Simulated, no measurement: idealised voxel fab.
process module | voxel wiring stack
cross-section cut | 230 nm wide | cells 5 nm
A cross-section is a grid of square cells, given in bands from the top down. A band is one or more rows of cells.
Each band's line starts with the height of the band's top and of its bottom, in nm. Then come its materials from left to right, each with its width in nm. One material with "throughout" fills the band from edge to edge. "air" is empty space.
Height 0 is the level under which the wafer as received is all one material. The lowest band goes on downwards, as in "0 down".
A width such as "30 to 40" changes by the same amount from each row of cells to the next, from the band's top row to its bottom row.
"no change" after a step means that no cell of the cross-section changed.
closed voids: empty space of 8 cells or more with no open way to the top, each as width x height at its distance from the left edge, in nm
after a step's settings: what the simulator itself notes on the step
overlay nm, on a step with a mask: how far to the right of its planned place the mask lay; to the left if negative
plan
1 op RECEIVE | material Si
2 op CONFORMAL_DEP | material SiO2 | thk nm 10
3 op DIRECTIONAL_DEP | material TiN | thk nm 5
4 op DIRECTIONAL_DEP | material Ru | thk nm 25
5 op MASKED_ETCH | tone cover | mask id METAL_1 | width nm 25 | pitch nm 40 | etch materials Ru | depth nm 25 | overlay nm 0
6 op MASKED_ETCH | tone cover | mask id METAL_1 | width nm 25 | pitch nm 40 | etch materials TiN | depth nm 5 | overlay nm 0
7 op CONFORMAL_DEP | material SiN | thk nm 5
8 op FILL_DEP | material lowk | thk nm 10
9 op CMP | height nm 40
10 op CONFORMAL_DEP | material SiCN | thk nm 5
11 op DIRECTIONAL_DEP | material SiO2 | thk nm 15
12 op DIRECTIONAL_DEP | material aC | thk nm 15
13 op PATTERN | tone open | mask id PLUG_1 | material resist | width nm 15 | pitch nm 80 | thk nm 35 | overlay nm 0
14 op DIRECTIONAL_ETCH | etch materials aC | depth nm 15
15 op STRIP | etch materials resist
16 op DIRECTIONAL_ETCH | etch materials SiO2 | depth nm 15
17 op DIRECTIONAL_ETCH | etch materials SiCN | depth nm 5
18 op STRIP | etch materials aC
19 op CONFORMAL_DEP | material TiN | thk nm 5
20 op FILL_DEP | material Ru | thk nm 5
21 op CMP | height nm 60
22 op DIRECTIONAL_DEP | material TiN | thk nm 5
23 op DIRECTIONAL_DEP | material Ru | thk nm 20
24 op MASKED_ETCH | tone cover | mask id METAL_2 | width nm 25 | pitch nm 40 | etch materials Ru | depth nm 20 | overlay nm 0
25 op MASKED_ETCH | tone cover | mask id METAL_2 | width nm 25 | pitch nm 40 | etch materials TiN | depth nm 5 | overlay nm 0
26 op CONFORMAL_DEP | material SiN | thk nm 5
27 op FILL_DEP | material lowk | thk nm 10
28 op CMP | height nm 85
29 op CONFORMAL_DEP | material SiCN | thk nm 5
as received, after step 1
  0 down: Si throughout
  closed voids: none
a wafer at the end: this start, this plan, one mistake
  90 to 85: SiCN throughout
  85 to 65: lowk 35 | SiN 5 | Ru 25 | SiN 5 | lowk 5 | SiN 5 | Ru 25 | SiN 5 | lowk 5 | SiN 5 | Ru 25 | SiN 5 | lowk 5 | SiN 5 | Ru 25 | SiN 5 | lowk 40
  65 to 60: SiN 40 | TiN 25 | SiN 15 | TiN 25 | SiN 15 | TiN 25 | SiN 15 | TiN 25 | SiN 45
  60 to 45: SiO2 40 | TiN 5 | Ru 5 | TiN 5 | SiO2 65 | TiN 5 | Ru 5 | TiN 5 | SiO2 95
  45 to 40: SiCN 40 | TiN 15 | SiCN 65 | TiN 15 | SiCN 95
  40 to 15: lowk throughout
  15 to 10: TiN throughout
  10 to 0: SiO2 throughout
  0 down: Si throughout
  closed voids: none
what went wrong: step 4 ran as: op DIRECTIONAL_DEP | material lowk | thk nm 25
